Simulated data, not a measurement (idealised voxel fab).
The name of this process module is voxel capacitor over wiring.
The width of the displayed cross-section, cut, is 190 nm; its cells are square, with a size of 5 nm.
This document writes a cross-section as a grid whose cells are square, and gives it as bands, listed from the top down; one or more rows of cells form a band. What a band's entry tells you: where the top is and where the bottom is, as heights in nm, and after that what lies inside, material by material from left to right, each with its width in nm. Empty space is written as the word "air", and a single material marked with the word "edge to edge" occupies the band from edge to edge. Ref level 0: as-received wafer is one material below here. Bottom band extends down with no lower bound ("0 down"). It should be noted that a width expressed as "30 to 40" varies in equal increments from row to row of cells within the band, taking the value of the first number at the top row and that of the second number at the bottom row. For the purposes of this document, the phrase "no change occurred" attached to a step denotes that no cell within the cross-section was modified by that step. Closed empty spaces (no open way to the top) of 8 cells or more are what "Trapped cavities" lists, each as width x height at distance from the left edge, nm for all three. Whatever follows a step's settings on its line is a remark the simulator itself makes about that step. The optional step-line setting "overlay nm" applies to steps with a mask and quantifies how far to the right of its planned location the mask lay, a negative value indicating leftward placement.

The steps planned for the process are as follows
- 1: RECEIVE, material Si
- 2: CONFORMAL_DEP, material SiO2, thk nm 10
- 3: DIRECTIONAL_DEP, material TiN, thk nm 5
- 4: DIRECTIONAL_DEP, material Ru, thk nm 25
- 5: PATTERN, tone cover, mask id METAL_1, material resist, width nm 20, pitch nm 75, thk nm 15, overlay nm 0
- 6: DIRECTIONAL_ETCH, etch materials Ru, depth nm 25
- 7: DIRECTIONAL_ETCH, etch materials TiN, depth nm 5
- 8: STRIP, etch materials resist
- 9: FILL_DEP, material SiO2, thk nm 10
- 10: CMP, height nm 40
- 11: CONFORMAL_DEP, material SiCN, thk nm 5
- 12: DIRECTIONAL_DEP, material SiO2, thk nm 10
- 13: PATTERN, tone open, mask id PLUG_1, material resist, width nm 15, thk nm 20, overlay nm 0
- 14: DIRECTIONAL_ETCH, etch materials SiO2, depth nm 10
- 15: DIRECTIONAL_ETCH, etch materials SiCN, depth nm 5
- 16: STRIP, etch materials resist
- 17: EPI, material Ru, thk nm 10
- 18: EPI, material Ru, thk nm 5
- 19: DIRECTIONAL_DEP, material TiN, thk nm 10
- 20: DIRECTIONAL_DEP, material HfO2, thk nm 5
- 21: DIRECTIONAL_DEP, material TiN, thk nm 10
- 22: PATTERN, tone cover, mask id UPPER_PLATE, material resist, width nm 60, thk nm 20, overlay nm 0
- 23: DIRECTIONAL_ETCH, etch materials TiN, depth nm 10
- 24: DIRECTIONAL_ETCH, etch materials HfO2, depth nm 5
- 25: STRIP, etch materials resist
- 26: DIRECTIONAL_DEP, material aC, thk nm 10
- 27: PATTERN, tone cover, mask id LOWER_PLATE, material resist, width nm 70, thk nm 30, overlay nm 0
- 28: DIRECTIONAL_ETCH, etch materials aC, depth nm 10
- 29: STRIP, etch materials resist
- 30: DIRECTIONAL_ETCH, etch materials TiN, depth nm 10
- 31: STRIP, etch materials aC
- 32: FILL_DEP, material SiO2, thk nm 15
- 33: CMP, height nm 90
- 34: MASKED_ETCH, tone open, mask id PLUG_2, width nm 15, etch materials SiO2, depth nm 10, overlay nm 0
- 35: CONFORMAL_DEP, material TiN, thk nm 5
- 36: FILL_DEP, material W, thk nm 5
- 37: CMP, height nm 90
- 38: CONFORMAL_DEP, material SiCN, thk nm 5

Received-state cross-section, reflecting completion of step 1
	0 down = Si edge to edge
	Trapped cavities: none

Cross-section taken at module completion on the first of two wafers; processed per the plan
	95 to 90 = SiCN edge to edge
	90 to 85 = SiO2: 60, TiN: 5, W: 5, TiN: 5, SiO2: 115
	85 to 80 = SiO2: 60, TiN: 15, SiO2: 115
	80 to 70 = SiO2: 50, TiN: 60, SiO2: 80
	70 to 65 = SiO2: 50, HfO2: 60, SiO2: 80
	65 to 55 = SiO2: 45, TiN: 70, SiO2: 75
	55 to 45 = SiO2: 50, Ru: 15, SiO2: 125
	45 to 40 = SiCN: 50, Ru: 15, SiCN: 125
	40 to 15 = SiO2: 45, Ru: 20, SiO2: 55, Ru: 20, SiO2: 50
	15 to 10 = SiO2: 45, TiN: 20, SiO2: 55, TiN: 20, SiO2: 50
	10 to 0 = SiO2 edge to edge
	0 down = Si edge to edge
	Trapped cavities: none

Cross-sectional image of the second wafer of the two following completion of the module. Starting state and process plan were the same as for the first wafer; one execution error occurred
	95 to 90 = SiCN edge to edge
	90 to 85 = SiO2: 60, TiN: 5, W: 5, TiN: 5, SiO2: 115
	85 to 80 = SiO2: 60, TiN: 15, SiO2: 115
	80 to 70 = SiO2: 55, TiN: 55, SiO2: 80
	70 to 65 = SiO2: 50, HfO2: 60, SiO2: 80
	65 to 55 = SiO2: 50, TiN: 75, SiO2: 65
	55 to 45 = SiO2: 50, Ru: 15, SiO2: 125
	45 to 40 = SiCN: 50, Ru: 15, SiCN: 125
	40 to 15 = SiO2: 45, Ru: 20, SiO2: 55, Ru: 20, SiO2: 50
	15 to 10 = SiO2: 45, TiN: 20, SiO2: 55, TiN: 20, SiO2: 50
	10 to 0 = SiO2 edge to edge
	0 down = Si edge to edge
	Trapped cavities: none
Deviation noted in wafer processing: heads up, step 27 didn't go per plan, it actually ran as PATTERN, tone cover, mask id LOWER_PLATE, material resist, width nm 70, thk nm 30, overlay nm 10
The concluding comparison shows that, measured in cells, each material is equally abundant on both wafers, albeit at different positions.
